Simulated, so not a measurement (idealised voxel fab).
Process module, titled voxel released beams
Pictured: cross-section cut, 285 nm wide, on a grid of 5 nm square cells.
This document writes a cross-section as a grid whose cells are square, and gives it as bands, listed from the top down; one or more rows of cells form a band. Quick guide to a band line: top height, bottom height (nm) up front; then every material left to right with its width in nm. Only one material and it's marked "all across"? Then it fills the band edge to edge. And "blank" just means empty space. Heights from 0 (as-received wafer is one material below). Bottom band endless downward, as "0 down". So if you see something like "30..40" for the width, read it as the top row of the band sitting at the first number and the bottom row at the second, with every row in between moving by the same amount as the last. Given "everything unchanged" for a step, no cell of the cross-section differs between before and after that step. You'll see "Fully sealed cavities" listing empty spaces that have no way open to the top, as long as they're 8 cells or more; the notation is width x height at distance, where the distance is from the left edge, and all of it is in nm. If you see something after the settings on a step's line, that's the simulator's own remark about that step. For masked steps, "overlay nm" on the step line gives how far right of plan the mask actually lay; a minus sign means it lay to the left.
**Here's what the planned process steps look like**
1 RECEIVE (material Si)
2 CONFORMAL_DEP (material Al2O3; thk nm 5)
3 DIRECTIONAL_DEP (material SiO2; thk nm 20)
4 MASKED_ETCH (tone open; mask id ANCHOR; width nm 35; etch materials SiO2; depth nm 20; overlay nm 0)
5 CONFORMAL_DEP (material polySi; thk nm 15)
6 MASKED_ETCH (tone cover; mask id BEAM; width nm 90; etch materials polySi; depth nm 15; overlay nm 0)
7 STRIP (etch materials SiO2)
**first wafer, as planned**
**The cross-section here shows the wafer as received, i.e. in its state after step 1**
    0 down: Si all across
    Fully sealed cavities: none
**State of the wafer after step 2, shown in cross-section**
    5 to 0: Al2O3 all across
    Note: structure below 0 unchanged.
**State of the wafer after step 3, shown in cross-section**
    25 to 5: SiO2 all across
    Note: structure below 5 unchanged.
**State of the wafer after step 4, shown in cross-section**
    25 to 5: SiO2 100 nm | blank 35 nm | SiO2 150 nm
    Note: structure below 5 unchanged.
**State of the wafer after step 5, shown in cross-section**
    40 to 25: polySi 115 nm | blank 5 nm | polySi 165 nm
    25 to 20: SiO2 100 nm | polySi 15 nm | blank 5 nm | polySi 15 nm | SiO2 150 nm
    20 to 5: SiO2 100 nm | polySi 35 nm | SiO2 150 nm
    Note: structure below 5 unchanged.
**State of the wafer after step 6, shown in cross-section**
    40 to 25: blank 95 nm | polySi 20 nm | blank 5 nm | polySi 65 nm | blank 100 nm
    Note: structure below 25 unchanged.
**State of the wafer after step 7, shown in cross-section**
    40 to 25: blank 95 nm | polySi 20 nm | blank 5 nm | polySi 65 nm | blank 100 nm
    25 to 20: blank 100 nm | polySi 15 nm | blank 5 nm | polySi 15 nm | blank 150 nm
    20 to 5: blank 100 nm | polySi 35 nm | blank 150 nm
    Note: structure below 5 unchanged.
**It is to be noted that the second wafer proceeded from the same initial state and according to the same plan as the first, although one mistake was committed in its execution; through step 5, inclusive, the two wafers share an identical history**
**The second wafer cut through, at the time step 6 was supposed to be finished**
    40 to 25: blank 90 nm | polySi 25 nm | blank 5 nm | polySi 70 nm | blank 95 nm
    Note: structure below 25 unchanged.
**The second wafer cut through, at the time step 7 was supposed to be finished**
    40 to 25: blank 90 nm | polySi 25 nm | blank 5 nm | polySi 70 nm | blank 95 nm
    25 to 20: blank 100 nm | polySi 15 nm | blank 5 nm | polySi 15 nm | blank 150 nm
    20 to 5: blank 100 nm | polySi 35 nm | blank 150 nm
    Note: structure below 5 unchanged.
Where did the run depart from the plan? step 6 ran differently from the plan; actual operation with settings: MASKED_ETCH (tone cover; mask id BEAM; width nm 100; etch materials polySi; depth nm 15; overlay nm 0)
Wrapping up, a cell-based count of both wafers puts the second over or under the first for these materials: 6 more of polySi
